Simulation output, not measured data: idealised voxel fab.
Process module name: voxel gate over fins
Pictured: cross-section cut, 140 nm wide, on a grid of 5 nm square cells.
A cross-section is written here as square cells arranged in a grid, and it is given in bands from the top down, each band taking up one or more rows of cells.
This entry defines a band. It first specifies the height of the band's top and the height of its bottom in nm, and then specifies the band's materials from left to right, stating each material with its width in nm. The word "throughout" identifies a single material that fills the band from edge to edge, while the word "empty" identifies empty space.
Height is counted from the level 0, under which the received wafer is composed throughout of one material. The lowest of the bands is not closed at the bottom but continues downward, in the notation "top 0, no bottom".
Width spec "30 to 40" -> top row of cells at first value, bottom row at second value, equal per-row change in between.
"no modifications", as given for a step, is the statement that not any cell of the cross-section underwent a change during that step.
In the "Completely enclosed voids" entry, you get each enclosed empty space of 8 cells or more, one with no open way to the top, written width x height at distance, distance from the left edge, in nm.
On a step's line, text after the settings is the simulator commenting on that step.
The optional step-line setting "overlay nm" applies to steps with a mask and quantifies how far to the right of its planned location the mask lay, a negative value indicating leftward placement.

**Listed below are the process steps as planned**
1) RECEIVE: material Si
2) CONFORMAL_DEP: material SiN, thk nm 5
3) PATTERN: tone cover, mask id FINS, material resist, width nm 15, pitch nm 40, thk nm 20, overlay nm 0
4) DIRECTIONAL_ETCH: etch materials SiN, depth nm 5
5) DIRECTIONAL_ETCH: etch materials Si, depth nm 40
6) STRIP: etch materials resist
7) FILL_DEP: material SiO2, thk nm 10
8) CMP: height nm 5
9) SELECTIVE_ETCH: etch materials SiO2, depth nm 20
10) STRIP: etch materials SiN
11) CONFORMAL_DEP: material HfO2, thk nm 5
12) CONFORMAL_DEP: material TiN, thk nm 5
13) CONFORMAL_DEP: material TiAl, thk nm 5
14) CONFORMAL_DEP: material TiN, thk nm 5
15) FILL_DEP: material W, thk nm 10
16) CMP: height nm 25
17) CONFORMAL_DEP: material SiCN, thk nm 5
Where the wafers of this document differ is in the width nm of step 3; they start out the same, and the plan states the value that applied to the first wafer.

**Cross-section: the first of several wafers in its as-received state, i.e. following step 1**
- top 0, no bottom = Si throughout
- Completely enclosed voids: none

**Row per wafer, end-of-module: cell gain (+)/loss (-) by material since the wafer came in, then closed voids**
width nm 15; +40 HfO2; -176 Si; +28 SiCN; +110 SiO2; +37 TiAl; +74 TiN; +55 W; Completely enclosed voids: none
width nm 20; +40 HfO2; -160 Si; +28 SiCN; +100 SiO2; +34 TiAl; +74 TiN; +52 W; Completely enclosed voids: none
width nm 25; +40 HfO2; -144 Si; +28 SiCN; +90 SiO2; +34 TiAl; +71 TiN; +49 W; Completely enclosed voids: none
